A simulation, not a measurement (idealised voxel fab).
Documented hereafter: the process module known as voxel wiring stack.
For reference, the cross-section in this document is cut, with width 175 nm and square cells of 5 nm.
Square cells in a grid make up a cross-section in this document, and the grid is given as bands, listed from the top down, each one or more rows of cells.
Basically the band line says how high the top is and how high the bottom is, in nm, and then what's in it from left to right, every material with its width in nm. Empty space shows up as "air", and if a single material carries "all across" it runs the full band edge to edge.
Counting heights begins at 0, where everything beneath is, in the wafer as received, one material. The lowest band has no bottom; it goes on downwards, as "from 0 down" shows.
The width entry "30 to 40" should be interpreted row by row: the top row of cells in the band takes the first number, the bottom row takes the second number, and the change between adjacent rows is uniform throughout.
The cross-section has no changed cell in any step marked "changes: none".
Enclosed void catalog: empty space of 8 cells or more with no open way to the top, each as width x height at its distance from the left edge, in nm
If you see something after the settings on a step's line, that's the simulator's own remark about that step.
Among the settings permitted on a step's line is "overlay nm"; applied to a step with a mask, it specifies the extent to which the mask lay to the right of its planned position, whereas a negative figure signifies a position to the left.
**The planned process steps are enumerated hereunder**
- 1: RECEIVE with material Si
- 2: CONFORMAL_DEP with material SiO2, thk nm 15
- 3: DIRECTIONAL_DEP with material TiN, thk nm 5
- 4: DIRECTIONAL_DEP with material Ru, thk nm 20
- 5: PATTERN with tone cover, mask id METAL_1, material resist, width nm 25, pitch nm 50, thk nm 20, overlay nm 0
- 6: DIRECTIONAL_ETCH with etch materials Ru, depth nm 20
- 7: DIRECTIONAL_ETCH with etch materials TiN, depth nm 5
- 8: STRIP with etch materials resist
- 9: CONFORMAL_DEP with material SiN, thk nm 5
- 10: FILL_DEP with material lowk, thk nm 10
- 11: CMP with height nm 40
- 12: CONFORMAL_DEP with material SiCN, thk nm 5
- 13: DIRECTIONAL_DEP with material lowk, thk nm 30
- 14: PATTERN with tone open, mask id METAL_2, material resist, width nm 25, pitch nm 50, thk nm 15, overlay nm 0
- 15: DIRECTIONAL_ETCH with etch materials lowk, depth nm 15
- 16: STRIP with etch materials resist
- 17: DIRECTIONAL_DEP with material aC, thk nm 15
- 18: PATTERN with tone open, mask id METAL_2_HOLES, material resist, width nm 15, pitch nm 50, thk nm 35, overlay nm 0
- 19: DIRECTIONAL_ETCH with etch materials aC, depth nm 15
- 20: STRIP with etch materials resist
- 21: DIRECTIONAL_ETCH with etch materials lowk, depth nm 15
- 22: DIRECTIONAL_ETCH with etch materials SiCN, depth nm 5
- 23: STRIP with etch materials aC
- 24: CONFORMAL_DEP with material TiN, thk nm 5
- 25: FILL_DEP with material Cu, thk nm 5
- 26: CMP with height nm 75
- 27: CONFORMAL_DEP with material SiCN, thk nm 5
**Cross-section, incoming material, after step 1**
from 0 down  Si all across
Enclosed void catalog: none
**Below is the wafer in cross-section after the module was completed. It began from the starting point shown above and followed the plan shown above, except that one mistake was made while running it**
from 80 to 75  SiCN all across
from 75 to 65  lowk=25; TiN=5; Cu=15; TiN=5; lowk=25; TiN=5; Cu=15; TiN=5; lowk=25; TiN=5; Cu=15; TiN=5; lowk=25
from 65 to 60  lowk=25; TiN=5; Cu=5; TiN=15; lowk=25; TiN=5; Cu=5; TiN=15; lowk=25; TiN=5; Cu=5; TiN=15; lowk=25
from 60 to 45  lowk=25; TiN=5; Cu=5; TiN=5; lowk=35; TiN=5; Cu=5; TiN=5; lowk=35; TiN=5; Cu=5; TiN=5; lowk=35
from 45 to 40  SiCN=25; TiN=15; SiCN=35; TiN=15; SiCN=35; TiN=15; SiCN=35
from 40 to 25  lowk=20; SiN=5; Ru=25; SiN=5; lowk=15; SiN=5; Ru=25; SiN=5; lowk=15; SiN=5; Ru=25; SiN=5; lowk=20
from 25 to 20  SiN=25; Ru=25; SiN=25; Ru=25; SiN=25; Ru=25; SiN=25
from 20 to 5  SiO2 all across
from 5 to 0  TiN all across
from 0 down  Si all across
Enclosed void catalog: none
what went wrong: the intended sequence of steps 2 and 3 was reversed during processing, with each occupying the position of the other
